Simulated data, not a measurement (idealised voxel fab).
Name of the process module below: voxel self aligned contacts
Square cells of 5 nm make up the cross-section cut, whose width is 285 nm.
Cross-section = grid of square cells, listed top down in bands; band = one or more rows.
Band: top height; bottom height; in nm. Then, left to right: material with width in nm, for each material. "full width": a single material spanning edge to edge. "blank": empty space.
Below 0: as-received wafer, all one material; heights counted from there. Lowest band: no bottom, goes on down, written "from 0 down".
Read "30 to 40" as a graded width: first number on top, second number at the bottom, same change between each pair of neighbouring rows.
It should be understood that the words "left unchanged", when stated for a given step, signify that the cross-section underwent no change in any of its cells during that step.
Entry "Enclosed internal voids" = empty spaces >= 8 cells with no open way to the top; each as width x height at distance, distance from left edge, all nm.
Anything after a step's settings on that line? It's the simulator's own note about the step.
The optional step-line setting "overlay nm" applies to steps with a mask and quantifies how far to the right of its planned location the mask lay, a negative value indicating leftward placement.

### Intended process steps
step 1: RECEIVE (material Si)
step 2: OXIDIZE (depth nm 5)
step 3: DIRECTIONAL_DEP (material polySi; thk nm 30)
step 4: DIRECTIONAL_DEP (material SiN; thk nm 20)
step 5: MASKED_ETCH (tone cover; mask id GATE; width nm 25; pitch nm 70; etch materials SiN; depth nm 20; overlay nm 0)
step 6: MASKED_ETCH (tone cover; mask id GATE; width nm 25; pitch nm 70; etch materials polySi; depth nm 30; overlay nm 0)
step 7: CONFORMAL_DEP (material SiN; thk nm 10)
step 8: DIRECTIONAL_ETCH (etch materials SiN; depth nm 10)
step 9: FILL_DEP (material SiO2; thk nm 20)
step 10: CMP (height nm 60)
step 11: DIRECTIONAL_DEP (material aC; thk nm 10)
step 12: PATTERN (tone open; mask id CONTACT; material resist; width nm 55; pitch nm 70; thk nm 30; overlay nm 0)
step 13: DIRECTIONAL_ETCH (etch materials aC; depth nm 10)
step 14: STRIP (etch materials resist)
step 15: DIRECTIONAL_ETCH (etch materials SiO2; depth nm 65)
step 16: STRIP (etch materials aC)
step 17: CONFORMAL_DEP (material TiN; thk nm 5)
step 18: FILL_DEP (material W; thk nm 10)
step 19: CMP (height nm 60)
step 20: CONFORMAL_DEP (material SiN; thk nm 5)

### Here's what the wafer looked like in cross-section when it arrived - that's after step 1
	from 0 down | Si full width
	Enclosed internal voids: none

### Wafer cross-section at end of module: start and plan as shown above, one execution error
	from 65 to 60 | SiN full width
	from 60 to 55 | SiO2 80 nm | TiN 5 nm | W 45 nm | TiN 5 nm | SiO2 15 nm | TiN 5 nm | W 45 nm | TiN 5 nm | SiO2 80 nm
	from 55 to 50 | SiO2 80 nm | TiN 55 nm | SiO2 15 nm | TiN 55 nm | SiO2 80 nm
	from 50 to 30 | SiN 70 nm | SiO2 5 nm | SiN 65 nm | SiO2 5 nm | SiN 65 nm | SiO2 5 nm | SiN 70 nm
	from 30 to 0 | polySi full width
	from 0 to -5 | SiO2 full width
	from -5 down | Si full width
	Enclosed internal voids: none
It is concluded that the wafer was processed incorrectly with respect to the plan, in that step 5 did not use the planned setting and instead ran as MASKED_ETCH (tone open; mask id GATE; width nm 25; pitch nm 70; etch materials SiN; depth nm 20; overlay nm 0)
